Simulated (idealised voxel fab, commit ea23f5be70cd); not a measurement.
Process module name: voxel wiring stack
Xsec cut, 250 nm wide, square cell size 5 nm.
Cross-section = grid of square cells, listed top down in bands; band = one or more rows.
The band entry comprises the height of the band's top followed by the height of its bottom, expressed in nm, and subsequently the band's materials from left to right, each stated together with its width in nm. Where a single material is marked with the word "throughout", that material fills the band from edge to edge. The word "air" represents empty space.
Below 0: as-received wafer, all one material; heights counted from there. Lowest band: no bottom, goes on down, written "top 0, no bottom".
The width entry "30..40" should be interpreted row by row: the top row of cells in the band takes the first number, the bottom row takes the second number, and the change between adjacent rows is uniform throughout.
Where the words "left unchanged" appear for a step, the cross-section shows no cell changed by that step; every cell remained as before.
Heads up: "Closed void catalog" only lists the empty pockets with no open path to the top that are 8 cells or more, and it writes them as width x height at distance, distance from the left edge, in nm.
Post-settings text on a step line: simulator's own remark regarding the step.
"overlay nm" denotes, for a step that has a mask, the displacement of the mask to the right of its planned place, with negative values corresponding to the left.
## Steps in the process plan
1) RECEIVE, material Si
2) CONFORMAL_DEP, material SiO2, thk nm 15
3) CONFORMAL_DEP, material SiN, thk nm 5
4) DIRECTIONAL_DEP, material lowk, thk nm 20
5) MASKED_ETCH, tone open, mask id METAL_1, width nm 30, pitch nm 60, etch materials lowk, depth nm 20, overlay nm 0
6) MASKED_ETCH, tone open, mask id METAL_1, width nm 30, pitch nm 60, etch materials SiN, depth nm 5, overlay nm 0
7) CONFORMAL_DEP, material TiN, thk nm 5
8) FILL_DEP, material Cu, thk nm 10
9) CMP, height nm 40
10) CONFORMAL_DEP, material SiCN, thk nm 5
11) DIRECTIONAL_DEP, material lowk, thk nm 20
12) PATTERN, tone open, mask id PLUG_1, material resist, width nm 15, pitch nm 60, thk nm 15, overlay nm 0
13) DIRECTIONAL_ETCH, etch materials lowk, depth nm 20
14) DIRECTIONAL_ETCH, etch materials SiCN, depth nm 5
15) STRIP, etch materials resist
16) CONFORMAL_DEP, material TiN, thk nm 5
17) FILL_DEP, material Ru, thk nm 5
18) CMP, height nm 65
19) CONFORMAL_DEP, material SiN, thk nm 5
20) DIRECTIONAL_DEP, material SiO2, thk nm 15
21) DIRECTIONAL_DEP, material aC, thk nm 15
22) PATTERN, tone open, mask id METAL_2, material resist, width nm 30, pitch nm 60, thk nm 35, overlay nm 0
23) DIRECTIONAL_ETCH, etch materials aC, depth nm 15
24) STRIP, etch materials resist
25) DIRECTIONAL_ETCH, etch materials SiO2, depth nm 15
26) DIRECTIONAL_ETCH, etch materials SiN, depth nm 5
27) STRIP, etch materials aC
28) CONFORMAL_DEP, material TiN, thk nm 5
29) FILL_DEP, material Cu, thk nm 5
30) CMP, height nm 85
31) CONFORMAL_DEP, material SiN, thk nm 5
The wafers in this document start out alike and differ in the thk nm applied at step 16; the plan shows the value used for the first wafer.
## Cross-section of the first of several wafers on receipt, reflecting completion of step 1
	top 0, no bottom  Si throughout
	Closed void catalog: none
## Here's the first of several wafers in cross-section, end of the module, after the last step, step 31
	top 90, bottom 85  SiN throughout
	top 85, bottom 70  SiO2 50 / TiN 5 / Cu 20 / TiN 5 / SiO2 30 / TiN 5 / Cu 20 / TiN 5 / SiO2 30 / TiN 5 / Cu 20 / TiN 5 / SiO2 50
	top 70, bottom 65  SiN 50 / TiN 30 / SiN 30 / TiN 30 / SiN 30 / TiN 30 / SiN 50
	top 65, bottom 45  lowk 50 / TiN 5 / Ru 5 / TiN 5 / lowk 45 / TiN 5 / Ru 5 / TiN 5 / lowk 45 / TiN 5 / Ru 5 / TiN 5 / lowk 65
	top 45, bottom 40  SiCN 50 / TiN 15 / SiCN 45 / TiN 15 / SiCN 45 / TiN 15 / SiCN 65
	top 40, bottom 20  lowk 50 / TiN 5 / Cu 20 / TiN 5 / lowk 30 / TiN 5 / Cu 20 / TiN 5 / lowk 30 / TiN 5 / Cu 20 / TiN 5 / lowk 50
	top 20, bottom 15  SiN 50 / TiN 30 / SiN 30 / TiN 30 / SiN 30 / TiN 30 / SiN 50
	top 15, bottom 0  SiO2 throughout
	top 0, no bottom  Si throughout
	Closed void catalog: none
## A cross-section through the last wafer at the close of the module
	top 90, bottom 85  SiN throughout
	top 85, bottom 70  SiO2 50 / TiN 5 / Cu 20 / TiN 5 / SiO2 30 / TiN 5 / Cu 20 / TiN 5 / SiO2 30 / TiN 5 / Cu 20 / TiN 5 / SiO2 50
	top 70, bottom 65  SiN 50 / TiN 30 / SiN 30 / TiN 30 / SiN 30 / TiN 30 / SiN 50
	top 65, bottom 45  lowk 50 / TiN 15 / lowk 45 / TiN 15 / lowk 45 / TiN 15 / lowk 65
	top 45, bottom 40  SiCN 50 / TiN 15 / SiCN 45 / TiN 15 / SiCN 45 / TiN 15 / SiCN 65
	top 40, bottom 20  lowk 50 / TiN 5 / Cu 20 / TiN 5 / lowk 30 / TiN 5 / Cu 20 / TiN 5 / lowk 30 / TiN 5 / Cu 20 / TiN 5 / lowk 50
	top 20, bottom 15  SiN 50 / TiN 30 / SiN 30 / TiN 30 / SiN 30 / TiN 30 / SiN 50
	top 15, bottom 0  SiO2 throughout
	top 0, no bottom  Si throughout
	Closed void catalog: none
## Per-wafer rows below. For each material: cells gained (+) or lost (-) since the wafer was received, as of end of module. Then: closed voids
thk nm 5; +84 Cu; +12 Ru; +41 SiCN; +114 SiN; +246 SiO2; +111 TiN; +292 lowk; Closed void catalog: none
thk nm 10; +84 Cu; +41 SiCN; +114 SiN; +246 SiO2; +123 TiN; +292 lowk; Closed void catalog: none
thk nm 15; +84 Cu; +41 SiCN; +114 SiN; +246 SiO2; +123 TiN; +292 lowk; Closed void catalog: none
thk nm 20; +84 Cu; +41 SiCN; +114 SiN; +246 SiO2; +123 TiN; +292 lowk; Closed void catalog: none
